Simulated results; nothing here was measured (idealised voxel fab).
process module | voxel transistor to metal
cross-section cut | 170 nm wide | cells 5 nm
A cross-section is a grid of square cells, given in bands from the top down. A band is one or more rows of cells.
Each band's line starts with the height of the band's top and of its bottom, in nm. Then come its materials from left to right, each with its width in nm. One material with "throughout" fills the band from edge to edge. "air" is empty space.
Height 0 is the level under which the wafer as received is all one material. The lowest band goes on downwards, as in "0 down".
A width such as "30 to 40" changes by the same amount from each row of cells to the next, from the band's top row to its bottom row.
"no change" after a step means that no cell of the cross-section changed.
closed voids: empty space of 8 cells or more with no open way to the top, each as width x height at its distance from the left edge, in nm
after a step's settings: what the simulator itself notes on the step
overlay nm, on a step with a mask: how far to the right of its planned place the mask lay; to the left if negative
plan
1 op RECEIVE | material Si
2 op CONFORMAL_DEP | material SiO2 | thk nm 5
3 op CONFORMAL_DEP | material SiN | thk nm 15
4 op DIRECTIONAL_DEP | material aC | thk nm 15
5 op PATTERN | tone cover | mask id ACTIVE | material resist | width nm 125 | thk nm 30 | overlay nm 0
6 op DIRECTIONAL_ETCH | etch materials aC | depth nm 15
7 op STRIP | etch materials resist
8 op DIRECTIONAL_ETCH | etch materials SiN | depth nm 15
9 op DIRECTIONAL_ETCH | etch materials SiO2 | depth nm 5
10 op DIRECTIONAL_ETCH | etch materials Si | depth nm 30
11 op STRIP | etch materials aC
12 op FILL_DEP | material SiO2 | thk nm 5
13 op CMP | height nm 20
14 op SELECTIVE_ETCH | etch materials SiO2 | depth nm 10
15 op STRIP | etch materials SiN
16 op SELECTIVE_ETCH | etch materials SiO2 | depth nm 5
17 op OXIDIZE | depth nm 5
18 op DIRECTIONAL_DEP | material polySi | thk nm 30
19 op DIRECTIONAL_DEP | material SiCN | thk nm 10
20 op PATTERN | tone cover | mask id GATE | material resist | width nm 25 | thk nm 20 | overlay nm 0
21 op DIRECTIONAL_ETCH | etch materials SiCN | depth nm 20
22 op DIRECTIONAL_ETCH | etch materials polySi | depth nm 40
23 op STRIP | etch materials resist
24 op CONFORMAL_DEP | material SiO2 | thk nm 5
25 op DIRECTIONAL_ETCH | etch materials SiO2 | depth nm 5
26 op CONFORMAL_DEP | material SiN | thk nm 5
27 op DIRECTIONAL_ETCH | etch materials SiN | depth nm 5
28 op DIRECTIONAL_ETCH | etch materials SiO2 | depth nm 5
29 op DIRECTIONAL_ETCH | etch materials Si | depth nm 15
30 op EPI | material SiGe | thk nm 20
31 op FILL_DEP | material SiO2 | thk nm 5
32 op CMP | height nm 30
33 op STRIP | etch materials polySi
34 op SELECTIVE_ETCH | etch materials SiO2 | depth nm 5
35 op CONFORMAL_DEP | material HfO2 | thk nm 5
36 op CONFORMAL_DEP | material TiN | thk nm 5
37 op FILL_DEP | material W | thk nm 5
38 op CMP | height nm 25
39 op DIRECTIONAL_DEP | material SiO2 | thk nm 10
40 op PATTERN | tone open | mask id CONTACT | material resist | width nm 20 | pitch nm 85 | thk nm 20 | overlay nm 0
41 op DIRECTIONAL_ETCH | etch materials SiO2 | depth nm 20
42 op STRIP | etch materials resist
43 op CONFORMAL_DEP | material TiN | thk nm 5
44 op FILL_DEP | material W | thk nm 10
45 op CMP | height nm 35
46 op CONFORMAL_DEP | material SiCN | thk nm 5
47 op DIRECTIONAL_DEP | material lowk | thk nm 15
48 op DIRECTIONAL_DEP | material aC | thk nm 10
49 op PATTERN | tone open | mask id METAL_1 | material resist | width nm 20 | pitch nm 85 | thk nm 30 | overlay nm 0
50 op DIRECTIONAL_ETCH | etch materials aC | depth nm 10
51 op STRIP | etch materials resist
52 op DIRECTIONAL_ETCH | etch materials lowk | depth nm 15
53 op DIRECTIONAL_ETCH | etch materials SiCN | depth nm 5
54 op STRIP | etch materials aC
55 op CONFORMAL_DEP | material TiN | thk nm 5
56 op FILL_DEP | material Cu | thk nm 5
57 op CMP | height nm 55
58 op EPI | material Ru | thk nm 5
59 op FILL_DEP | material SiCN | thk nm 5
60 op DIRECTIONAL_DEP | material SiO2 | thk nm 25
61 op DIRECTIONAL_DEP | material aC | thk nm 10
62 op PATTERN | tone open | mask id METAL_2_HOLES | material resist | width nm 15 | pitch nm 85 | thk nm 30 | overlay nm 0
63 op DIRECTIONAL_ETCH | etch materials aC | depth nm 10
64 op STRIP | etch materials resist
65 op DIRECTIONAL_ETCH | etch materials SiO2 | depth nm 25
66 op STRIP | etch materials aC
67 op PATTERN | tone open | mask id METAL_2 | material resist | width nm 20 | pitch nm 85 | thk nm 15 | overlay nm 0
68 op DIRECTIONAL_ETCH | etch materials SiO2 | depth nm 15
69 op DIRECTIONAL_ETCH | etch materials SiCN | depth nm 5
70 op STRIP | etch materials resist
71 op CONFORMAL_DEP | material TiN | thk nm 5
72 op FILL_DEP | material Cu | thk nm 10
73 op CMP | height nm 90
74 op CONFORMAL_DEP | material SiN | thk nm 5
as received, after step 1
  0 down: Si throughout
  closed voids: none
a wafer at the end: this start, this plan, one mistake
  95 to 90: SiN throughout
  90 to 80: SiO2 30 | TiN 5 | Cu 10 | TiN 5 | SiO2 65 | TiN 5 | Cu 10 | TiN 5 | SiO2 35
  80 to 75: SiO2 30 | TiN 5 | Cu 5 | TiN 10 | SiO2 65 | TiN 5 | Cu 5 | TiN 10 | SiO2 35
  75 to 65: SiO2 30 | TiN 5 | Cu 5 | TiN 5 | SiO2 70 | TiN 5 | Cu 5 | TiN 5 | SiO2 40
  65 to 60: SiCN 30 | TiN 15 | SiCN 70 | TiN 15 | SiCN 40
  60 to 55: SiCN 25 | Ru 30 | SiCN 55 | Ru 30 | SiCN 30
  55 to 40: lowk 30 | TiN 5 | Cu 10 | TiN 5 | lowk 65 | TiN 5 | Cu 10 | TiN 5 | lowk 35
  40 to 35: SiCN 30 | TiN 20 | SiCN 65 | TiN 20 | SiCN 35
  35 to 25: SiO2 25 | TiN 5 | W 20 | TiN 5 | SiO2 55 | TiN 5 | W 20 | TiN 5 | SiO2 30
  25 to 20: SiO2 25 | TiN 5 | W 20 | TiN 5 | SiO2 5 | SiN 5 | HfO2 5 | TiN 5 | W 15 | TiN 5 | HfO2 5 | SiN 5 | SiO2 5 | TiN 5 | W 20 | TiN 5 | SiO2 30
  20 to 15: SiO2 25 | TiN 30 | SiO2 5 | SiN 5 | HfO2 5 | TiN 5 | W 15 | TiN 5 | HfO2 5 | SiN 5 | SiO2 5 | TiN 30 | SiO2 30
  15 to 5: SiO2 15 | SiGe 45 | SiN 5 | HfO2 5 | TiN 5 | W 15 | TiN 5 | HfO2 5 | SiN 5 | SiGe 45 | SiO2 20
  5 to 0: SiO2 15 | SiGe 5 | SiN 5 | SiGe 35 | SiN 5 | HfO2 5 | TiN 25 | HfO2 5 | SiN 5 | SiGe 35 | SiN 5 | SiGe 5 | SiO2 20
  0 to -5: SiO2 25 | SiGe 35 | SiO2 5 | HfO2 35 | SiO2 5 | SiGe 35 | SiO2 30
  -5 to -20: SiO2 20 | Si 5 | SiGe 35 | Si 45 | SiGe 35 | Si 5 | SiO2 25
  -20 to -30: SiO2 20 | Si 125 | SiO2 25
  -30 down: Si throughout
  closed voids: none
what went wrong: step 40 ran as: op PATTERN | tone open | mask id CONTACT | material resist | width nm 30 | pitch nm 85 | thk nm 20 | overlay nm 0
